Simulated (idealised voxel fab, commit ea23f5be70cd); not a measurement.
Module name: voxel ribs on slabs (process module)
Xsec cut, 270 nm wide, square cell size 5 nm.
Square cells in a grid make up a cross-section in this document, and the grid is given as bands, listed from the top down, each one or more rows of cells. For a band, the entry starts with two heights in nm, that of the top and then that of the bottom, and carries on with the band's materials in order from left to right, each alongside its width in nm; the word "all across" beside a single material means it fills the band edge to edge, and "air" means empty space. Ref level 0: as-received wafer is one material below here. Bottom band extends down with no lower bound ("0..down"). Quick explanation for "30->40": the width changes in equal steps down the rows of cells, from the first number in the band's top row to the second number in its bottom row. Where the words "nothing different" appear for a step, the cross-section shows no cell changed by that step; every cell remained as before. Enclosed void listing: empty space of 8 cells or more with no open way to the top, each as width x height at its distance from the left edge, in nm. Heads up: the bit after the settings on a step's line is the simulator's remark on that step. A step's line can hold "overlay nm"; with a mask on that step, the setting says how far right of the planned place the mask lay, while a negative setting says it lay to the left.
# Below is the list of planned process steps
1) RECEIVE (material Si)
2) DIRECTIONAL_DEP (material SiO2; thk nm 20)
3) DIRECTIONAL_DEP (material polySi; thk nm 15)
4) MASKED_ETCH (tone cover; mask id RIB; width nm 30; etch materials polySi; depth nm 5; overlay nm 0)
5) PATTERN (tone cover; mask id SLAB; material resist; width nm 60; thk nm 15; overlay nm 0)
6) DIRECTIONAL_ETCH (etch materials polySi; depth nm 10)
7) STRIP (etch materials resist)
8) FILL_DEP (material SiO2; thk nm 20)
9) CMP (height nm 50)
10) DIRECTIONAL_DEP (material W; thk nm 5)
11) DIRECTIONAL_DEP (material aC; thk nm 5)
12) PATTERN (tone cover; mask id HEATER; material resist; width nm 40; thk nm 25; overlay nm 0)
13) DIRECTIONAL_ETCH (etch materials aC; depth nm 10)
14) STRIP (etch materials resist)
15) DIRECTIONAL_ETCH (etch materials W; depth nm 5)
16) STRIP (etch materials aC)
17) CONFORMAL_DEP (material SiO2; thk nm 5)
Keep in mind the plan's value for the thk nm of step 11 comes from the first wafer; the wafers don't share that setting, but they do share the same starting point.
# Cross-section of the first incoming wafer of several, state after step 1
  0..down: Si all across
  Enclosed void listing: none
# First wafer of several, cross-section, module end, after step 17 (last)
  60..55: 110 air  50 SiO2  110 air
  55..50: 115 SiO2  40 W  115 SiO2
  50..35: SiO2 all across
  35..30: 120 SiO2  30 polySi  120 SiO2
  30..20: 105 SiO2  60 polySi  105 SiO2
  20..0: SiO2 all across
  0..down: Si all across
  Enclosed void listing: none
# Last wafer of the set, cross-sectioned at end of module
  60..55: SiO2 all across
  55..50: W all across
  50..35: SiO2 all across
  35..30: 120 SiO2  30 polySi  120 SiO2
  30..20: 105 SiO2  60 polySi  105 SiO2
  20..0: SiO2 all across
  0..down: Si all across
  Enclosed void listing: none
# Take any row and you have a wafer at the end of the module: how many cells of each material it has gained (+) or lost (-) since it was received, and then its closed voids
thk nm 5 | +566 SiO2 | +8 W | +30 polySi | Enclosed void listing: none
thk nm 10 | +566 SiO2 | +8 W | +30 polySi | Enclosed void listing: none
thk nm 15 | +564 SiO2 | +54 W | +30 polySi | Enclosed void listing: none
thk nm 20 | +564 SiO2 | +54 W | +30 polySi | Enclosed void listing: none
thk nm 25 | +564 SiO2 | +54 W | +30 polySi | Enclosed void listing: none
